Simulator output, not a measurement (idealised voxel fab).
process module | voxel ribs on slabs
cross-section cut | 295 nm wide | cells 5 nm
A cross-section is a grid of square cells, given in bands from the top down. A band is one or more rows of cells.
Each band's line starts with the height of the band's top and of its bottom, in nm. Then come its materials from left to right, each with its width in nm. One material with "throughout" fills the band from edge to edge. "air" is empty space.
Height 0 is the level under which the wafer as received is all one material. The lowest band goes on downwards, as in "0 down".
A width such as "30 to 40" changes by the same amount from each row of cells to the next, from the band's top row to its bottom row.
"no change" after a step means that no cell of the cross-section changed.
closed voids: empty space of 8 cells or more with no open way to the top, each as width x height at its distance from the left edge, in nm
after a step's settings: what the simulator itself notes on the step
overlay nm, on a step with a mask: how far to the right of its planned place the mask lay; to the left if negative
plan
1 op RECEIVE | material Si
2 op DIRECTIONAL_DEP | material SiO2 | thk nm 25
3 op DIRECTIONAL_DEP | material SiN | thk nm 25
4 op PATTERN | tone cover | mask id RIB | material resist | width nm 25 | thk nm 20 | overlay nm 0
5 op DIRECTIONAL_ETCH | etch materials SiN | depth nm 15
6 op STRIP | etch materials resist
7 op MASKED_ETCH | tone cover | mask id SLAB | width nm 85 | etch materials SiN | depth nm 10 | overlay nm 0
8 op FILL_DEP | material SiO2 | thk nm 25
9 op CMP | height nm 65
10 op DIRECTIONAL_DEP | material TiN | thk nm 5
11 op PATTERN | tone cover | mask id HEATER | material resist | width nm 25 | thk nm 15 | overlay nm 0
12 op DIRECTIONAL_ETCH | etch materials TiN | depth nm 5
13 op STRIP | etch materials resist
14 op CONFORMAL_DEP | material SiN | thk nm 5
varied across the wafers: width nm of step 11. The plan shows the first wafer's value. All wafers start alike
first wafer as received, after step 1
  0 down: Si throughout
  closed voids: none
first wafer at the end, after step 14
  75 to 70: air 130 | SiN 35 | air 130
  70 to 65: SiN 135 | TiN 25 | SiN 135
  65 to 50: SiO2 throughout
  50 to 35: SiO2 135 | SiN 25 | SiO2 135
  35 to 25: SiO2 105 | SiN 85 | SiO2 105
  25 to 0: SiO2 throughout
  0 down: Si throughout
  closed voids: none
last wafer at the end
  75 to 70: air 120 | SiN 60 | air 115
  70 to 65: SiN 125 | TiN 50 | SiN 120
  65 to 50: SiO2 throughout
  50 to 35: SiO2 135 | SiN 25 | SiO2 135
  35 to 25: SiO2 105 | SiN 85 | SiO2 105
  25 to 0: SiO2 throughout
  0 down: Si throughout
  closed voids: none
each wafer at the end: cells of each material gained (+) or lost (-) since it was received, then its closed voids
width nm 25 | +110 SiN | +718 SiO2 | +5 TiN | closed voids: none
width nm 30 | +110 SiN | +718 SiO2 | +6 TiN | closed voids: none
width nm 35 | +110 SiN | +718 SiO2 | +7 TiN | closed voids: none
width nm 40 | +110 SiN | +718 SiO2 | +8 TiN | closed voids: none
width nm 45 | +110 SiN | +718 SiO2 | +9 TiN | closed voids: none
width nm 50 | +110 SiN | +718 SiO2 | +10 TiN | closed voids: none
